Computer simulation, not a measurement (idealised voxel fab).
process module | voxel transistor to metal
cross-section cut | 165 nm wide | cells 5 nm
A cross-section is a grid of square cells, given in bands from the top down. A band is one or more rows of cells.
Each band's line starts with the height of the band's top and of its bottom, in nm. Then come its materials from left to right, each with its width in nm. One material with "throughout" fills the band from edge to edge. "air" is empty space.
Height 0 is the level under which the wafer as received is all one material. The lowest band goes on downwards, as in "0 down".
A width such as "30 to 40" changes by the same amount from each row of cells to the next, from the band's top row to its bottom row.
"no change" after a step means that no cell of the cross-section changed.
closed voids: empty space of 8 cells or more with no open way to the top, each as width x height at its distance from the left edge, in nm
after a step's settings: what the simulator itself notes on the step
overlay nm, on a step with a mask: how far to the right of its planned place the mask lay; to the left if negative
plan
1 op RECEIVE | material Si
2 op CONFORMAL_DEP | material SiO2 | thk nm 5
3 op CONFORMAL_DEP | material SiN | thk nm 15
4 op MASKED_ETCH | tone cover | mask id ACTIVE | width nm 115 | etch materials SiN | depth nm 15 | overlay nm 0
5 op MASKED_ETCH | tone cover | mask id ACTIVE | width nm 115 | etch materials SiO2 | depth nm 5 | overlay nm 0
6 op MASKED_ETCH | tone cover | mask id ACTIVE | width nm 115 | etch materials Si | depth nm 20 | overlay nm 0
7 op FILL_DEP | material SiO2 | thk nm 15
8 op CMP | height nm 20
9 op SELECTIVE_ETCH | etch materials SiO2 | depth nm 5
10 op STRIP | etch materials SiN
11 op SELECTIVE_ETCH | etch materials SiO2 | depth nm 5
12 op OXIDIZE | depth nm 5
13 op DIRECTIONAL_DEP | material polySi | thk nm 25
14 op DIRECTIONAL_DEP | material SiCN | thk nm 10
15 op MASKED_ETCH | tone cover | mask id GATE | width nm 15 | etch materials SiCN | depth nm 20 | overlay nm 0
16 op MASKED_ETCH | tone cover | mask id GATE | width nm 15 | etch materials polySi | depth nm 35 | overlay nm 0
17 op CONFORMAL_DEP | material SiO2 | thk nm 5
18 op DIRECTIONAL_ETCH | etch materials SiO2 | depth nm 5
19 op CONFORMAL_DEP | material SiN | thk nm 10
20 op DIRECTIONAL_ETCH | etch materials SiN | depth nm 10
21 op DIRECTIONAL_ETCH | etch materials SiO2 | depth nm 5
22 op DIRECTIONAL_ETCH | etch materials Si | depth nm 5
23 op EPI | material nSi | thk nm 10
24 op FILL_DEP | material SiO2 | thk nm 10
25 op CMP | height nm 35
26 op DIRECTIONAL_DEP | material SiO2 | thk nm 15
27 op PATTERN | tone open | mask id CONTACT | material resist | width nm 20 | pitch nm 75 | thk nm 20 | overlay nm 0
28 op DIRECTIONAL_ETCH | etch materials SiO2 | depth nm 50
29 op STRIP | etch materials resist
30 op CONFORMAL_DEP | material TiN | thk nm 5
31 op FILL_DEP | material Ru | thk nm 10
32 op CMP | height nm 50
33 op CONFORMAL_DEP | material SiN | thk nm 5
34 op DIRECTIONAL_DEP | material lowk | thk nm 15
35 op PATTERN | tone open | mask id METAL_1 | material resist | width nm 20 | pitch nm 75 | thk nm 15 | overlay nm 0
36 op DIRECTIONAL_ETCH | etch materials lowk | depth nm 15
37 op DIRECTIONAL_ETCH | etch materials SiN | depth nm 5
38 op STRIP | etch materials resist
39 op CONFORMAL_DEP | material TiN | thk nm 5
40 op FILL_DEP | material Ru | thk nm 5
41 op CMP | height nm 70
42 op CONFORMAL_DEP | material SiCN | thk nm 5
43 op DIRECTIONAL_DEP | material lowk | thk nm 25
44 op MASKED_ETCH | tone open | mask id METAL_2_HOLES | width nm 15 | pitch nm 75 | etch materials lowk | depth nm 25 | overlay nm 0
45 op DIRECTIONAL_DEP | material aC | thk nm 10
46 op PATTERN | tone open | mask id METAL_2 | material resist | width nm 20 | pitch nm 75 | thk nm 25 | overlay nm 0
47 op DIRECTIONAL_ETCH | etch materials aC | depth nm 10
48 op STRIP | etch materials resist
49 op DIRECTIONAL_ETCH | etch materials lowk | depth nm 15
50 op DIRECTIONAL_ETCH | etch materials SiCN | depth nm 5
51 op STRIP | etch materials aC
52 op CONFORMAL_DEP | material TiN | thk nm 5
53 op FILL_DEP | material Ru | thk nm 10
54 op CMP | height nm 100
55 op CONFORMAL_DEP | material SiCN | thk nm 5
first wafer, as planned
as received, after step 1
  0 down: Si throughout
  closed voids: none
after step 2
  5 to 0: SiO2 throughout
  below 0: unchanged
after step 3
  20 to 5: SiN throughout
  below 5: unchanged
after step 4
  20 to 5: air 25 | SiN 115 | air 25
  below 5: unchanged
after step 5
  20 to 5: air 25 | SiN 115 | air 25
  5 to 0: air 25 | SiO2 115 | air 25
  below 0: unchanged
after step 6
  20 to 5: air 25 | SiN 115 | air 25
  5 to 0: air 25 | SiO2 115 | air 25
  0 to -20: air 25 | Si 115 | air 25
  below -20: unchanged
after step 7
  35 to 20: SiO2 throughout
  20 to 5: SiO2 25 | SiN 115 | SiO2 25
  5 to 0: SiO2 throughout
  0 to -20: SiO2 25 | Si 115 | SiO2 25
  below -20: unchanged
after step 8
  20 to 5: SiO2 25 | SiN 115 | SiO2 25
  below 5: unchanged
after step 9
  20 to 15: air 25 | SiN 115 | air 25
  below 15: unchanged
after step 10
  15 to 5: SiO2 25 | air 115 | SiO2 25
  below 5: unchanged
after step 11
  10 to 0: SiO2 20 | air 125 | SiO2 20
  below 0: unchanged
after step 12
  10 to 0: SiO2 20 | air 125 | SiO2 20
  0 to -5: SiO2 throughout
  below -5: unchanged
after step 13
  35 to 25: polySi 20 | air 125 | polySi 20
  25 to 10: polySi throughout
  10 to 0: SiO2 20 | polySi 125 | SiO2 20
  below 0: unchanged
after step 14
  45 to 35: SiCN 20 | air 125 | SiCN 20
  35 to 25: polySi 20 | SiCN 125 | polySi 20
  below 25: unchanged
after step 15
  35 to 25: polySi 20 | air 55 | SiCN 15 | air 55 | polySi 20
  below 25: unchanged
after step 16
  35 to 25: air 75 | SiCN 15 | air 75
  25 to 10: air 75 | polySi 15 | air 75
  10 to 0: SiO2 20 | air 55 | polySi 15 | air 55 | SiO2 20
  below 0: unchanged
after step 17
  40 to 35: air 70 | SiO2 25 | air 70
  35 to 25: air 70 | SiO2 5 | SiCN 15 | SiO2 5 | air 70
  25 to 15: air 70 | SiO2 5 | polySi 15 | SiO2 5 | air 70
  15 to 5: SiO2 25 | air 45 | SiO2 5 | polySi 15 | SiO2 5 | air 45 | SiO2 25
  5 to 0: SiO2 75 | polySi 15 | SiO2 75
  below 0: unchanged
after step 18
  35 to 25: air 70 | SiO2 5 | SiCN 15 | SiO2 5 | air 70
  25 to 10: air 70 | SiO2 5 | polySi 15 | SiO2 5 | air 70
  10 to 0: SiO2 25 | air 45 | SiO2 5 | polySi 15 | SiO2 5 | air 45 | SiO2 25
  below 0: unchanged
after step 19
  45 to 35: air 60 | SiN 45 | air 60
  35 to 25: air 60 | SiN 10 | SiO2 5 | SiCN 15 | SiO2 5 | SiN 10 | air 60
  25 to 20: air 60 | SiN 10 | SiO2 5 | polySi 15 | SiO2 5 | SiN 10 | air 60
  20 to 10: SiN 35 | air 25 | SiN 10 | SiO2 5 | polySi 15 | SiO2 5 | SiN 10 | air 25 | SiN 35
  10 to 0: SiO2 25 | SiN 45 | SiO2 5 | polySi 15 | SiO2 5 | SiN 45 | SiO2 25
  below 0: unchanged
after step 20
  35 to 25: air 60 | SiN 10 | SiO2 5 | SiCN 15 | SiO2 5 | SiN 10 | air 60
  25 to 10: air 60 | SiN 10 | SiO2 5 | polySi 15 | SiO2 5 | SiN 10 | air 60
  10 to 0: SiO2 25 | SiN 10 | air 25 | SiN 10 | SiO2 5 | polySi 15 | SiO2 5 | SiN 10 | air 25 | SiN 10 | SiO2 25
  below 0: unchanged
after step 21
  35 to 30: air 60 | SiN 10 | air 5 | SiCN 15 | air 5 | SiN 10 | air 60
  30 to 25: air 60 | SiN 10 | SiO2 5 | SiCN 15 | SiO2 5 | SiN 10 | air 60
  25 to 10: air 60 | SiN 10 | SiO2 5 | polySi 15 | SiO2 5 | SiN 10 | air 60
  10 to 5: air 25 | SiN 10 | air 25 | SiN 10 | SiO2 5 | polySi 15 | SiO2 5 | SiN 10 | air 25 | SiN 10 | air 25
  5 to 0: SiO2 25 | SiN 10 | air 25 | SiN 10 | SiO2 5 | polySi 15 | SiO2 5 | SiN 10 | air 25 | SiN 10 | SiO2 25
  0 to -5: SiO2 35 | air 25 | SiO2 45 | air 25 | SiO2 35
  below -5: unchanged
after step 22
  35 to 30: air 60 | SiN 10 | air 5 | SiCN 15 | air 5 | SiN 10 | air 60
  30 to 25: air 60 | SiN 10 | SiO2 5 | SiCN 15 | SiO2 5 | SiN 10 | air 60
  25 to 10: air 60 | SiN 10 | SiO2 5 | polySi 15 | SiO2 5 | SiN 10 | air 60
  10 to 5: air 25 | SiN 10 | air 25 | SiN 10 | SiO2 5 | polySi 15 | SiO2 5 | SiN 10 | air 25 | SiN 10 | air 25
  5 to 0: SiO2 25 | SiN 10 | air 25 | SiN 10 | SiO2 5 | polySi 15 | SiO2 5 | SiN 10 | air 25 | SiN 10 | SiO2 25
  0 to -5: SiO2 35 | air 25 | SiO2 45 | air 25 | SiO2 35
  -5 to -10: SiO2 25 | Si 10 | air 25 | Si 45 | air 25 | Si 10 | SiO2 25
  below -10: unchanged
after step 23
  35 to 30: air 60 | SiN 10 | air 5 | SiCN 15 | air 5 | SiN 10 | air 60
  30 to 25: air 60 | SiN 10 | SiO2 5 | SiCN 15 | SiO2 5 | SiN 10 | air 60
  25 to 10: air 60 | SiN 10 | SiO2 5 | polySi 15 | SiO2 5 | SiN 10 | air 60
  10 to 5: air 25 | SiN 10 | air 25 | SiN 10 | SiO2 5 | polySi 15 | SiO2 5 | SiN 10 | air 25 | SiN 10 | air 25
  5 to 0: SiO2 25 | SiN 10 | nSi 10 | air 5 | nSi 10 | SiN 10 | SiO2 5 | polySi 15 | SiO2 5 | SiN 10 | nSi 10 | air 5 | nSi 10 | SiN 10 | SiO2 25
  0 to -5: SiO2 35 | nSi 25 | SiO2 45 | nSi 25 | SiO2 35
  -5 to -10: SiO2 25 | Si 10 | nSi 25 | Si 45 | nSi 25 | Si 10 | SiO2 25
  below -10: unchanged
after step 24
  45 to 35: SiO2 throughout
  35 to 25: SiO2 60 | SiN 10 | SiO2 5 | SiCN 15 | SiO2 5 | SiN 10 | SiO2 60
  25 to 10: SiO2 60 | SiN 10 | SiO2 5 | polySi 15 | SiO2 5 | SiN 10 | SiO2 60
  10 to 5: SiO2 25 | SiN 10 | SiO2 25 | SiN 10 | SiO2 5 | polySi 15 | SiO2 5 | SiN 10 | SiO2 25 | SiN 10 | SiO2 25
  5 to 0: SiO2 25 | SiN 10 | nSi 10 | SiO2 5 | nSi 10 | SiN 10 | SiO2 5 | polySi 15 | SiO2 5 | SiN 10 | nSi 10 | SiO2 5 | nSi 10 | SiN 10 | SiO2 25
  below 0: unchanged
after step 25
  35 to 25: SiO2 60 | SiN 10 | SiO2 5 | SiCN 15 | SiO2 5 | SiN 10 | SiO2 60
  below 25: unchanged
after step 26
  50 to 35: SiO2 throughout
  below 35: unchanged
after step 27
  70 to 50: resist 35 | air 20 | resist 55 | air 20 | resist 35
  below 50: unchanged
after step 28
  70 to 50: resist 35 | air 20 | resist 55 | air 20 | resist 35
  50 to 35: SiO2 35 | air 20 | SiO2 55 | air 20 | SiO2 35
  35 to 25: SiO2 35 | air 20 | SiO2 5 | SiN 10 | SiO2 5 | SiCN 15 | SiO2 5 | SiN 10 | SiO2 5 | air 20 | SiO2 35
  25 to 10: SiO2 35 | air 20 | SiO2 5 | SiN 10 | SiO2 5 | polySi 15 | SiO2 5 | SiN 10 | SiO2 5 | air 20 | SiO2 35
  10 to 5: SiO2 25 | SiN 10 | air 20 | SiO2 5 | SiN 10 | SiO2 5 | polySi 15 | SiO2 5 | SiN 10 | SiO2 5 | air 20 | SiN 10 | SiO2 25
  5 to 0: SiO2 25 | SiN 10 | nSi 10 | air 5 | nSi 10 | SiN 10 | SiO2 5 | polySi 15 | SiO2 5 | SiN 10 | nSi 10 | air 5 | nSi 10 | SiN 10 | SiO2 25
  below 0: unchanged
after step 29
  50 to 35: SiO2 35 | air 20 | SiO2 55 | air 20 | SiO2 35
  below 35: unchanged
after step 30
  55 to 50: TiN 40 | air 10 | TiN 65 | air 10 | TiN 40
  50 to 35: SiO2 35 | TiN 5 | air 10 | TiN 5 | SiO2 55 | TiN 5 | air 10 | TiN 5 | SiO2 35
  35 to 25: SiO2 35 | TiN 5 | air 10 | TiN 5 | SiO2 5 | SiN 10 | SiO2 5 | SiCN 15 | SiO2 5 | SiN 10 | SiO2 5 | TiN 5 | air 10 | TiN 5 | SiO2 35
  25 to 10: SiO2 35 | TiN 5 | air 10 | TiN 5 | SiO2 5 | SiN 10 | SiO2 5 | polySi 15 | SiO2 5 | SiN 10 | SiO2 5 | TiN 5 | air 10 | TiN 5 | SiO2 35
  10 to 5: SiO2 25 | SiN 10 | TiN 20 | SiO2 5 | SiN 10 | SiO2 5 | polySi 15 | SiO2 5 | SiN 10 | SiO2 5 | TiN 20 | SiN 10 | SiO2 25
  5 to 0: SiO2 25 | SiN 10 | nSi 10 | TiN 5 | nSi 10 | SiN 10 | SiO2 5 | polySi 15 | SiO2 5 | SiN 10 | nSi 10 | TiN 5 | nSi 10 | SiN 10 | SiO2 25
  below 0: unchanged
after step 31
  65 to 55: Ru throughout
  55 to 50: TiN 40 | Ru 10 | TiN 65 | Ru 10 | TiN 40
  50 to 35: SiO2 35 | TiN 5 | Ru 10 | TiN 5 | SiO2 55 | TiN 5 | Ru 10 | TiN 5 | SiO2 35
  35 to 25: SiO2 35 | TiN 5 | Ru 10 | TiN 5 | SiO2 5 | SiN 10 | SiO2 5 | SiCN 15 | SiO2 5 | SiN 10 | SiO2 5 | TiN 5 | Ru 10 | TiN 5 | SiO2 35
  25 to 10: SiO2 35 | TiN 5 | Ru 10 | TiN 5 | SiO2 5 | SiN 10 | SiO2 5 | polySi 15 | SiO2 5 | SiN 10 | SiO2 5 | TiN 5 | Ru 10 | TiN 5 | SiO2 35
  below 10: unchanged
after step 32
  50 to 35: SiO2 35 | TiN 5 | Ru 10 | TiN 5 | SiO2 55 | TiN 5 | Ru 10 | TiN 5 | SiO2 35
  below 35: unchanged
after step 33
  55 to 50: SiN throughout
  below 50: unchanged
after step 34
  70 to 55: lowk throughout
  below 55: unchanged
after step 35
  85 to 70: resist 35 | air 20 | resist 55 | air 20 | resist 35
  below 70: unchanged
after step 36
  85 to 70: resist 35 | air 20 | resist 55 | air 20 | resist 35
  70 to 55: lowk 35 | air 20 | lowk 55 | air 20 | lowk 35
  below 55: unchanged
after step 37
  85 to 70: resist 35 | air 20 | resist 55 | air 20 | resist 35
  70 to 55: lowk 35 | air 20 | lowk 55 | air 20 | lowk 35
  55 to 50: SiN 35 | air 20 | SiN 55 | air 20 | SiN 35
  below 50: unchanged
after step 38
  70 to 55: lowk 35 | air 20 | lowk 55 | air 20 | lowk 35
  below 55: unchanged
after step 39
  75 to 70: TiN 40 | air 10 | TiN 65 | air 10 | TiN 40
  70 to 55: lowk 35 | TiN 5 | air 10 | TiN 5 | lowk 55 | TiN 5 | air 10 | TiN 5 | lowk 35
  55 to 50: SiN 35 | TiN 20 | SiN 55 | TiN 20 | SiN 35
  below 50: unchanged
after step 40
  80 to 75: Ru throughout
  75 to 70: TiN 40 | Ru 10 | TiN 65 | Ru 10 | TiN 40
  70 to 55: lowk 35 | TiN 5 | Ru 10 | TiN 5 | lowk 55 | TiN 5 | Ru 10 | TiN 5 | lowk 35
  below 55: unchanged
after step 41
  70 to 55: lowk 35 | TiN 5 | Ru 10 | TiN 5 | lowk 55 | TiN 5 | Ru 10 | TiN 5 | lowk 35
  below 55: unchanged
after step 42
  75 to 70: SiCN throughout
  below 70: unchanged
after step 43
  100 to 75: lowk throughout
  below 75: unchanged
after step 44
  100 to 75: lowk 35 | air 15 | lowk 60 | air 15 | lowk 40
  below 75: unchanged
after step 45
  110 to 100: aC 35 | air 15 | aC 60 | air 15 | aC 40
  100 to 85: lowk 35 | air 15 | lowk 60 | air 15 | lowk 40
  85 to 75: lowk 35 | aC 15 | lowk 60 | aC 15 | lowk 40
  below 75: unchanged
after step 46
  135 to 110: resist 35 | air 20 | resist 55 | air 20 | resist 35
  below 110: unchanged
after step 47
  125 to 110: resist 35 | air 20 | resist 55 | air 20 | resist 35
  110 to 100: aC 35 | air 20 | aC 55 | air 20 | aC 35
  100 to 75: lowk 35 | air 15 | lowk 60 | air 15 | lowk 40
  below 75: unchanged
after step 48
  110 to 100: aC 35 | air 20 | aC 55 | air 20 | aC 35
  below 100: unchanged
after step 49
  110 to 100: aC 35 | air 20 | aC 55 | air 20 | aC 35
  100 to 85: lowk 35 | air 20 | lowk 55 | air 20 | lowk 35
  below 85: unchanged
after step 50
  110 to 100: aC 35 | air 20 | aC 55 | air 20 | aC 35
  100 to 85: lowk 35 | air 20 | lowk 55 | air 20 | lowk 35
  85 to 75: lowk 35 | air 15 | lowk 60 | air 15 | lowk 40
  75 to 70: SiCN 35 | air 15 | SiCN 60 | air 15 | SiCN 40
  below 70: unchanged
after step 51
  100 to 85: lowk 35 | air 20 | lowk 55 | air 20 | lowk 35
  below 85: unchanged
after step 52
  105 to 100: TiN 40 | air 10 | TiN 65 | air 10 | TiN 40
  100 to 90: lowk 35 | TiN 5 | air 10 | TiN 5 | lowk 55 | TiN 5 | air 10 | TiN 5 | lowk 35
  90 to 85: lowk 35 | TiN 5 | air 5 | TiN 10 | lowk 55 | TiN 5 | air 5 | TiN 10 | lowk 35
  85 to 75: lowk 35 | TiN 5 | air 5 | TiN 5 | lowk 60 | TiN 5 | air 5 | TiN 5 | lowk 40
  75 to 70: SiCN 35 | TiN 15 | SiCN 60 | TiN 15 | SiCN 40
  below 70: unchanged
after step 53
  115 to 105: Ru throughout
  105 to 100: TiN 40 | Ru 10 | TiN 65 | Ru 10 | TiN 40
  100 to 90: lowk 35 | TiN 5 | Ru 10 | TiN 5 | lowk 55 | TiN 5 | Ru 10 | TiN 5 | lowk 35
  90 to 85: lowk 35 | TiN 5 | Ru 5 | TiN 10 | lowk 55 | TiN 5 | Ru 5 | TiN 10 | lowk 35
  85 to 75: lowk 35 | TiN 5 | Ru 5 | TiN 5 | lowk 60 | TiN 5 | Ru 5 | TiN 5 | lowk 40
  below 75: unchanged
after step 54
  100 to 90: lowk 35 | TiN 5 | Ru 10 | TiN 5 | lowk 55 | TiN 5 | Ru 10 | TiN 5 | lowk 35
  below 90: unchanged
after step 55
  105 to 100: SiCN throughout
  below 100: unchanged
second wafer: like start, like plan, one mistake. Through step 31 it matches the first wafer
when step 32 should have ended
  55 to 50: TiN 40 | Ru 10 | TiN 65 | Ru 10 | TiN 40
  below 50: unchanged
when step 33 should have ended
  60 to 55: SiN throughout
  below 55: unchanged
when step 34 should have ended
  75 to 60: lowk throughout
  below 60: unchanged
when step 35 should have ended
  90 to 75: resist 35 | air 20 | resist 55 | air 20 | resist 35
  below 75: unchanged
when step 36 should have ended
  90 to 75: resist 35 | air 20 | resist 55 | air 20 | resist 35
  75 to 60: lowk 35 | air 20 | lowk 55 | air 20 | lowk 35
  below 60: unchanged
when step 37 should have ended
  90 to 75: resist 35 | air 20 | resist 55 | air 20 | resist 35
  75 to 60: lowk 35 | air 20 | lowk 55 | air 20 | lowk 35
  60 to 55: SiN 35 | air 20 | SiN 55 | air 20 | SiN 35
  below 55: unchanged
when step 38 should have ended
  75 to 60: lowk 35 | air 20 | lowk 55 | air 20 | lowk 35
  below 60: unchanged
when step 39 should have ended
  80 to 75: TiN 40 | air 10 | TiN 65 | air 10 | TiN 40
  75 to 60: lowk 35 | TiN 5 | air 10 | TiN 5 | lowk 55 | TiN 5 | air 10 | TiN 5 | lowk 35
  60 to 55: SiN 35 | TiN 20 | SiN 55 | TiN 20 | SiN 35
  below 55: unchanged
when step 40 should have ended
  85 to 80: Ru throughout
  80 to 75: TiN 40 | Ru 10 | TiN 65 | Ru 10 | TiN 40
  75 to 60: lowk 35 | TiN 5 | Ru 10 | TiN 5 | lowk 55 | TiN 5 | Ru 10 | TiN 5 | lowk 35
  below 60: unchanged
when step 41 should have ended
  70 to 60: lowk 35 | TiN 5 | Ru 10 | TiN 5 | lowk 55 | TiN 5 | Ru 10 | TiN 5 | lowk 35
  below 60: unchanged
when step 42 should have ended
  75 to 70: SiCN throughout
  below 70: unchanged
when step 43 should have ended
  100 to 75: lowk throughout
  below 75: unchanged
when step 44 should have ended
  100 to 75: lowk 35 | air 15 | lowk 60 | air 15 | lowk 40
  below 75: unchanged
when step 45 should have ended
  110 to 100: aC 35 | air 15 | aC 60 | air 15 | aC 40
  100 to 85: lowk 35 | air 15 | lowk 60 | air 15 | lowk 40
  85 to 75: lowk 35 | aC 15 | lowk 60 | aC 15 | lowk 40
  below 75: unchanged
when step 46 should have ended
  135 to 110: resist 35 | air 20 | resist 55 | air 20 | resist 35
  below 110: unchanged
when step 47 should have ended
  125 to 110: resist 35 | air 20 | resist 55 | air 20 | resist 35
  110 to 100: aC 35 | air 20 | aC 55 | air 20 | aC 35
  100 to 75: lowk 35 | air 15 | lowk 60 | air 15 | lowk 40
  below 75: unchanged
when step 48 should have ended
  110 to 100: aC 35 | air 20 | aC 55 | air 20 | aC 35
  below 100: unchanged
when step 49 should have ended
  110 to 100: aC 35 | air 20 | aC 55 | air 20 | aC 35
  100 to 85: lowk 35 | air 20 | lowk 55 | air 20 | lowk 35
  below 85: unchanged
when step 50 should have ended
  110 to 100: aC 35 | air 20 | aC 55 | air 20 | aC 35
  100 to 85: lowk 35 | air 20 | lowk 55 | air 20 | lowk 35
  85 to 75: lowk 35 | air 15 | lowk 60 | air 15 | lowk 40
  75 to 70: SiCN 35 | air 15 | SiCN 60 | air 15 | SiCN 40
  below 70: unchanged
when step 51 should have ended
  100 to 85: lowk 35 | air 20 | lowk 55 | air 20 | lowk 35
  below 85: unchanged
when step 52 should have ended
  105 to 100: TiN 40 | air 10 | TiN 65 | air 10 | TiN 40
  100 to 90: lowk 35 | TiN 5 | air 10 | TiN 5 | lowk 55 | TiN 5 | air 10 | TiN 5 | lowk 35
  90 to 85: lowk 35 | TiN 5 | air 5 | TiN 10 | lowk 55 | TiN 5 | air 5 | TiN 10 | lowk 35
  85 to 75: lowk 35 | TiN 5 | air 5 | TiN 5 | lowk 60 | TiN 5 | air 5 | TiN 5 | lowk 40
  75 to 70: SiCN 35 | TiN 15 | SiCN 60 | TiN 15 | SiCN 40
  below 70: unchanged
when step 53 should have ended
  115 to 105: Ru throughout
  105 to 100: TiN 40 | Ru 10 | TiN 65 | Ru 10 | TiN 40
  100 to 90: lowk 35 | TiN 5 | Ru 10 | TiN 5 | lowk 55 | TiN 5 | Ru 10 | TiN 5 | lowk 35
  90 to 85: lowk 35 | TiN 5 | Ru 5 | TiN 10 | lowk 55 | TiN 5 | Ru 5 | TiN 10 | lowk 35
  85 to 75: lowk 35 | TiN 5 | Ru 5 | TiN 5 | lowk 60 | TiN 5 | Ru 5 | TiN 5 | lowk 40
  below 75: unchanged
when step 54 should have ended
  100 to 90: lowk 35 | TiN 5 | Ru 10 | TiN 5 | lowk 55 | TiN 5 | Ru 10 | TiN 5 | lowk 35
  below 90: unchanged
when step 55 should have ended
  105 to 100: SiCN throughout
  below 100: unchanged
what went wrong: step 32 ran as: op CMP | height nm 55
at the end the second wafer has, in cells: 25 more of TiN | 25 fewer of lowk
